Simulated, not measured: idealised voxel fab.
Presented below is a process module, voxel lift off.
Cross-section cut: width 250 nm, square cells of 5 nm.
Just so we're on the same page, the cross-sections are grids of square cells, and they're listed out in bands top to bottom, each band one or more rows deep.
Heights first: top, then bottom, in nm. Then materials, left to right, each with a width in nm. "edge to edge" on a single material: fills the band edge to edge. "blank": empty space.
Below 0: as-received wafer, all one material; heights counted from there. Lowest band: no bottom, goes on down, written "0 -> down".
The expression "30 to 40" gives the width at the extremes of the band, the first number at its top row of cells and the second at its bottom row, with the width changing by equal amounts from each row to the next in between.
The cross-section has no changed cell in any step marked "remains unaltered".
The label "Catalogued sealed voids" introduces a list of the empty spaces, 8 cells or larger, that have no open way up to the top; each entry in it reads width x height at distance, where the distance is taken from the left edge and all three are stated in nm.
Note: text after step settings on the step line = simulator remark on that step.
Each step line may optionally specify "overlay nm", which for a step with a mask gives the rightward distance between the mask's planned place and where it lay, a negative value indicating the leftward direction.
[Listed below are the process steps as planned]
1: RECEIVE [material Si]
2: CONFORMAL_DEP [material SiN] [thk nm 15]
3: PATTERN [tone open] [mask id LINES] [material resist] [width nm 20] [pitch nm 50] [thk nm 20] [overlay nm 0]
4: DIRECTIONAL_DEP [material Ru] [thk nm 10]
5: STRIP [etch materials resist]
6: CONFORMAL_DEP [material SiCN] [thk nm 5]
[So this is the incoming wafer in cross-section - it's already been through step 1]
    0 -> down | Si edge to edge
    Catalogued sealed voids: none
[The cross-section shown corresponds to the wafer at the conclusion of the module. The initial structure and the process plan are those presented above; however, one mistake occurred in executing the plan]
    30 -> 25 | blank 75 nm, SiCN 30 nm, blank 20 nm, SiCN 30 nm, blank 95 nm
    25 -> 20 | blank 75 nm, SiCN 5 nm, Ru 20 nm, SiCN 5 nm, blank 20 nm, SiCN 5 nm, Ru 20 nm, SiCN 5 nm, blank 95 nm
    20 -> 15 | SiCN 80 nm, Ru 20 nm, SiCN 30 nm, Ru 20 nm, SiCN 100 nm
    15 -> 0 | SiN edge to edge
    0 -> down | Si edge to edge
    Catalogued sealed voids: none
Heads up, the wafer didn't run the way we planned it: not per plan at step 3, really ran PATTERN [tone open] [mask id LINES] [material resist] [width nm 20] [pitch nm 50] [thk nm 20] [overlay nm -10]
